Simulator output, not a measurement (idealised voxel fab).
The following process module bears the name voxel capacitor over wiring.
Square cells of 5 nm make up the cross-section cut, whose width is 170 nm.
A cross-section is written here as square cells arranged in a grid, and it is given in bands from the top down, each band taking up one or more rows of cells. Heights first: top, then bottom, in nm. Then materials, left to right, each with a width in nm. "everywhere" on a single material: fills the band edge to edge. "air": empty space. We count height from 0. Below that, the starting wafer is all one material. The lowest band never ends at the bottom but goes on down; see "0 nm and below" for how that is written. The width entry "30 to 40" should be interpreted row by row: the top row of cells in the band takes the first number, the bottom row takes the second number, and the change between adjacent rows is uniform throughout. You'll sometimes find "no change occurred" written for a step, and that's the way of saying that nowhere in the cross-section did a cell change during that step. Enclosed voids (no open way to top), threshold 8 cells or more, entry "Completely enclosed voids", notation width x height at distance, distance from left edge, nm. Past the settings on a step's line: simulator remark, on that step. "overlay nm" denotes, for a step that has a mask, the displacement of the mask to the right of its planned place, with negative values corresponding to the left.
Planned process steps
1,RECEIVE (material Si)
2,CONFORMAL_DEP (material SiO2; thk nm 15)
3,CONFORMAL_DEP (material SiN; thk nm 5)
4,DIRECTIONAL_DEP (material SiO2; thk nm 25)
5,DIRECTIONAL_DEP (material aC; thk nm 15)
6,PATTERN (tone open; mask id METAL_1; material resist; width nm 30; pitch nm 90; thk nm 30; overlay nm 0)
7,DIRECTIONAL_ETCH (etch materials aC; depth nm 15)
8,STRIP (etch materials resist)
9,DIRECTIONAL_ETCH (etch materials SiO2; depth nm 25)
10,DIRECTIONAL_ETCH (etch materials SiN; depth nm 5)
11,STRIP (etch materials aC)
12,CONFORMAL_DEP (material TiN; thk nm 5)
13,FILL_DEP (material Cu; thk nm 10)
14,CMP (height nm 45)
15,CONFORMAL_DEP (material SiCN; thk nm 5)
16,DIRECTIONAL_DEP (material SiO2; thk nm 15)
17,PATTERN (tone open; mask id PLUG_1; material resist; width nm 15; thk nm 20; overlay nm 0)
18,DIRECTIONAL_ETCH (etch materials SiO2; depth nm 15)
19,DIRECTIONAL_ETCH (etch materials SiCN; depth nm 5)
20,STRIP (etch materials resist)
21,CONFORMAL_DEP (material TiN; thk nm 5)
22,FILL_DEP (material W; thk nm 5)
23,CMP (height nm 65)
24,DIRECTIONAL_DEP (material TiN; thk nm 5)
25,DIRECTIONAL_DEP (material SiN; thk nm 5)
26,DIRECTIONAL_DEP (material TiN; thk nm 5)
27,MASKED_ETCH (tone cover; mask id UPPER_PLATE; width nm 55; etch materials TiN; depth nm 5; overlay nm 0)
28,MASKED_ETCH (tone cover; mask id UPPER_PLATE; width nm 65; etch materials SiN; depth nm 5; overlay nm 0)
29,DIRECTIONAL_DEP (material aC; thk nm 15)
30,PATTERN (tone cover; mask id LOWER_PLATE; material resist; width nm 75; thk nm 35; overlay nm 0)
31,DIRECTIONAL_ETCH (etch materials aC; depth nm 15)
32,STRIP (etch materials resist)
33,DIRECTIONAL_ETCH (etch materials TiN; depth nm 5)
34,STRIP (etch materials aC)
35,FILL_DEP (material SiO2; thk nm 15)
36,CMP (height nm 90)
37,MASKED_ETCH (tone open; mask id PLUG_2; width nm 15; etch materials SiO2; depth nm 10; overlay nm 0)
38,CONFORMAL_DEP (material TiN; thk nm 5)
39,FILL_DEP (material Cu; thk nm 5)
40,CMP (height nm 90)
41,CONFORMAL_DEP (material SiCN; thk nm 5)
For clarity, it should be stated that the wafers under discussion commence in an identical condition and differ with respect to the width nm of step 27, the plan indicating the value that the first wafer had.
Cross-section of the first incoming wafer of several, state after step 1
	0 nm and below: Si everywhere
	Completely enclosed voids: none
Below is a per-wafer table. In it, each row describes the wafer at the end of the module by giving, for each material, the number of cells gained (+) or lost (-) since the wafer was received, and after that the closed voids of the wafer
width nm 55; +41 Cu; +65 SiCN; +35 SiN; +430 SiO2; +72 TiN; +3 W; Completely enclosed voids: none
width nm 60; +41 Cu; +65 SiCN; +35 SiN; +429 SiO2; +73 TiN; +3 W; Completely enclosed voids: none
width nm 65; +41 Cu; +65 SiCN; +35 SiN; +428 SiO2; +74 TiN; +3 W; Completely enclosed voids: none
width nm 70; +41 Cu; +65 SiCN; +36 SiN; +426 SiO2; +75 TiN; +3 W; Completely enclosed voids: none
width nm 75; +41 Cu; +65 SiCN; +37 SiN; +424 SiO2; +76 TiN; +3 W; Completely enclosed voids: none
width nm 80; +41 Cu; +65 SiCN; +38 SiN; +422 SiO2; +77 TiN; +3 W; Completely enclosed voids: none
